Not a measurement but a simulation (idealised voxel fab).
process module | voxel capacitor over wiring
cross-section cut | 285 nm wide | cells 5 nm
A cross-section is a grid of square cells, given in bands from the top down. A band is one or more rows of cells.
Each band's line starts with the height of the band's top and of its bottom, in nm. Then come its materials from left to right, each with its width in nm. One material with "throughout" fills the band from edge to edge. "air" is empty space.
Height 0 is the level under which the wafer as received is all one material. The lowest band goes on downwards, as in "0 down".
A width such as "30 to 40" changes by the same amount from each row of cells to the next, from the band's top row to its bottom row.
"no change" after a step means that no cell of the cross-section changed.
closed voids: empty space of 8 cells or more with no open way to the top, each as width x height at its distance from the left edge, in nm
after a step's settings: what the simulator itself notes on the step
overlay nm, on a step with a mask: how far to the right of its planned place the mask lay; to the left if negative
plan
1 op RECEIVE | material Si
2 op CONFORMAL_DEP | material SiO2 | thk nm 15
3 op CONFORMAL_DEP | material SiCN | thk nm 5
4 op DIRECTIONAL_DEP | material SiO2 | thk nm 20
5 op DIRECTIONAL_DEP | material aC | thk nm 10
6 op PATTERN | tone open | mask id METAL_1 | material resist | width nm 20 | pitch nm 75 | thk nm 30 | overlay nm 0
7 op DIRECTIONAL_ETCH | etch materials aC | depth nm 10
8 op STRIP | etch materials resist
9 op DIRECTIONAL_ETCH | etch materials SiO2 | depth nm 20
10 op DIRECTIONAL_ETCH | etch materials SiCN | depth nm 5
11 op STRIP | etch materials aC
12 op CONFORMAL_DEP | material TiN | thk nm 5
13 op FILL_DEP | material Cu | thk nm 10
14 op CMP | height nm 40
15 op EPI | material Ru | thk nm 5
16 op FILL_DEP | material SiCN | thk nm 5
17 op DIRECTIONAL_DEP | material lowk | thk nm 10
18 op PATTERN | tone open | mask id PLUG_1 | material resist | width nm 15 | thk nm 15 | overlay nm 0
19 op DIRECTIONAL_ETCH | etch materials lowk | depth nm 10
20 op DIRECTIONAL_ETCH | etch materials SiCN | depth nm 5
21 op STRIP | etch materials resist
22 op CONFORMAL_DEP | material TiN | thk nm 5
23 op FILL_DEP | material W | thk nm 5
24 op CMP | height nm 60
25 op DIRECTIONAL_DEP | material TiN | thk nm 5
26 op DIRECTIONAL_DEP | material HfO2 | thk nm 5
27 op DIRECTIONAL_DEP | material TiN | thk nm 5
28 op PATTERN | tone cover | mask id UPPER_PLATE | material resist | width nm 60 | thk nm 15 | overlay nm 0
29 op DIRECTIONAL_ETCH | etch materials TiN | depth nm 5
30 op DIRECTIONAL_ETCH | etch materials HfO2 | depth nm 5
31 op STRIP | etch materials resist
32 op MASKED_ETCH | tone cover | mask id LOWER_PLATE | width nm 70 | etch materials TiN | depth nm 5 | overlay nm 0
33 op FILL_DEP | material SiO2 | thk nm 20
34 op CMP | height nm 90
35 op DIRECTIONAL_DEP | material aC | thk nm 10
36 op PATTERN | tone open | mask id PLUG_2 | material resist | width nm 15 | thk nm 30 | overlay nm 0
37 op DIRECTIONAL_ETCH | etch materials aC | depth nm 10
38 op STRIP | etch materials resist
39 op DIRECTIONAL_ETCH | etch materials SiO2 | depth nm 15
40 op STRIP | etch materials aC
41 op CONFORMAL_DEP | material TiN | thk nm 5
42 op FILL_DEP | material W | thk nm 5
43 op CMP | height nm 90
44 op CONFORMAL_DEP | material SiN | thk nm 5
as received, after step 1
  0 down: Si throughout
  closed voids: none
first wafer at the end, as planned
  95 to 90: SiN throughout
  90 to 80: SiO2 110 | TiN 5 | W 5 | TiN 5 | SiO2 160
  80 to 70: SiO2 110 to 100 | TiN 15 to 60 | SiO2 160 to 125
  70 to 65: SiO2 100 | HfO2 60 | SiO2 125
  65 to 60: SiO2 95 | TiN 70 | SiO2 120
  60 to 50: lowk 100 | TiN 5 | W 5 | TiN 5 | lowk 170
  50 to 45: SiCN 100 | TiN 15 | SiCN 170
  45 to 40: SiCN 90 | Ru 30 | SiCN 45 | Ru 30 | SiCN 90
  40 to 20: SiO2 95 | TiN 5 | Cu 10 | TiN 5 | SiO2 55 | TiN 5 | Cu 10 | TiN 5 | SiO2 95
  20 to 15: SiCN 95 | TiN 20 | SiCN 55 | TiN 20 | SiCN 95
  15 to 0: SiO2 throughout
  0 down: Si throughout
  closed voids: none
second wafer at the end: like start, like plan, one mistake
  95 to 90: SiN throughout
  90 to 80: SiO2 110 | TiN 5 | W 5 | TiN 5 | SiO2 160
  80 to 70: SiO2 110 to 100 | TiN 15 to 60 | SiO2 160 to 125
  70 to 65: SiO2 100 | HfO2 60 | SiO2 125
  65 to 60: SiO2 95 | TiN 70 | SiO2 120
  60 to 50: lowk 100 | TiN 5 | W 5 | TiN 5 | lowk 170
  50 to 45: SiCN 100 | TiN 15 | SiCN 170
  45 to 40: SiCN 90 | Ru 30 | SiCN 45 | Ru 30 | SiCN 90
  40 to 35: SiO2 95 | TiN 5 | Cu 10 | TiN 5 | SiO2 55 | TiN 5 | Cu 10 | TiN 5 | SiO2 95
  35 to 30: SiCN 95 | TiN 20 | SiCN 55 | TiN 20 | SiCN 95
  30 to 0: SiO2 throughout
  0 down: Si throughout
  closed voids: none
what went wrong: step 2 was run twice
at the end the second wafer has, in cells: 12 fewer of Cu | 24 more of SiO2 | 12 fewer of TiN
